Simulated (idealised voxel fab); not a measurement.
Herein follows the process module entitled voxel quadruple lines.
Cross-section cut: width 255 nm, square cells of 5 nm.
Bands, listed from the top down, are how a cross-section gets written in this document; the cross-section itself is a grid of square cells, and a band is one or more rows of them.
Within each band entry, the heights of the top and of the bottom of the band appear first, in that order and in nm; the materials of the band then follow from left to right, each with its corresponding width in nm. The designation "all across" on a single material indicates that it fills the band from edge to edge; the designation "blank" indicates empty space.
Heads up on the height convention: 0 is the point under which the incoming wafer is all one material, and the lowest band has no bottom, it just keeps going down, like "0 nm and below".
Width "30..40": first value at the band's top row of cells, second value at its bottom row, equal change from row to row.
You'll sometimes find "nothing different" written for a step, and that's the way of saying that nowhere in the cross-section did a cell change during that step.
Empty spaces counting at least 8 cells and having no open way to the top are listed in "Sealed void list". The notation width x height at distance is used for each, the distance being from the left edge and all three values in nm.
The remark found on a step's line after its settings is issued by the simulator itself and pertains to that step.
overlay nm, on a step with a mask: how far to the right of its planned place the mask lay; to the left if negative
Pairs from here to the end. Each: cross-section before one process step, cross-section after it, the latter only as far down as the lowest band that changed. Under each: the step between, and its settings. Mind that the pairs may be taken from different runs of this module on the same starting wafer; whether a pair continues from the pair above depends on its entry headed "Prior to step", and it does only where that entry says so.
Prior to step:
    45 nm to 40 nm  blank 80 nm / SiN 30 nm / blank 30 nm / SiN 30 nm / blank 85 nm
    40 nm to 25 nm  blank 80 nm / SiN 5 nm / polySi 20 nm / SiN 5 nm / blank 30 nm / SiN 5 nm / polySi 20 nm / SiN 5 nm / blank 85 nm
    25 nm to 20 nm  SiN 85 nm / polySi 20 nm / SiN 40 nm / polySi 20 nm / SiN 90 nm
    20 nm to 5 nm  W all across
    5 nm to 0 nm  Al2O3 all across
    0 nm and below  Si all across
    Sealed void list: none
Post-Process View:
    40 nm to 20 nm  blank 80 nm / SiN 5 nm / polySi 20 nm / SiN 5 nm / blank 30 nm / SiN 5 nm / polySi 20 nm / SiN 5 nm / blank 85 nm
    Below 20, the layers are the same as they were.
    Sealed void list: none
Step between the cross-sections above: DIRECTIONAL_ETCH [etch materials SiN] [depth nm 5]
Prior to step: we pick up right where the pair above leaves off, with its after cross-section.
Post-Process View:
    40 nm to 20 nm  blank 80 nm / SiN 5 nm / blank 20 nm / SiN 5 nm / blank 30 nm / SiN 5 nm / blank 20 nm / SiN 5 nm / blank 85 nm
    Below 20, the layers are the same as they were.
    Sealed void list: none
Step between the cross-sections above: STRIP [etch materials polySi]
Prior to step: we pick up right where the pair above leaves off, with its after cross-section.
Post-Process View:
    40 nm to 20 nm  blank 80 nm / SiN 5 nm / blank 20 nm / SiN 5 nm / blank 30 nm / SiN 5 nm / blank 20 nm / SiN 5 nm / blank 85 nm
    20 nm to 5 nm  blank 80 nm / W 5 nm / blank 20 nm / W 5 nm / blank 30 nm / W 5 nm / blank 20 nm / W 5 nm / blank 85 nm
    Below 5, the layers are the same as they were.
    Sealed void list: none
Step between the cross-sections above: DIRECTIONAL_ETCH [etch materials W] [depth nm 15]
Prior to step: we pick up right where the pair above leaves off, with its after cross-section.
Post-Process View:
    20 nm to 5 nm  blank 80 nm / W 5 nm / blank 20 nm / W 5 nm / blank 30 nm / W 5 nm / blank 20 nm / W 5 nm / blank 85 nm
    Below 5, the layers are the same as they were.
    Sealed void list: none
Step between the cross-sections above: STRIP [etch materials SiN]
Prior to step: we pick up right where the pair above leaves off, with its after cross-section.
Post-Process View:
    25 nm to 20 nm  lowk all across
    20 nm to 5 nm  lowk 80 nm / W 5 nm / lowk 20 nm / W 5 nm / lowk 30 nm / W 5 nm / lowk 20 nm / W 5 nm / lowk 85 nm
    Below 5, the layers are the same as they were.
    Sealed void list: none
Step between the cross-sections above: FILL_DEP [material lowk] [thk nm 5]
Prior to step: we pick up right where the pair above leaves off, with its after cross-section.
Post-Process View:
    20 nm to 5 nm  lowk 80 nm / W 5 nm / lowk 20 nm / W 5 nm / lowk 30 nm / W 5 nm / lowk 20 nm / W 5 nm / lowk 85 nm
    Below 5, the layers are the same as they were.
    Sealed void list: none
Step between the cross-sections above: CMP [height nm 20]
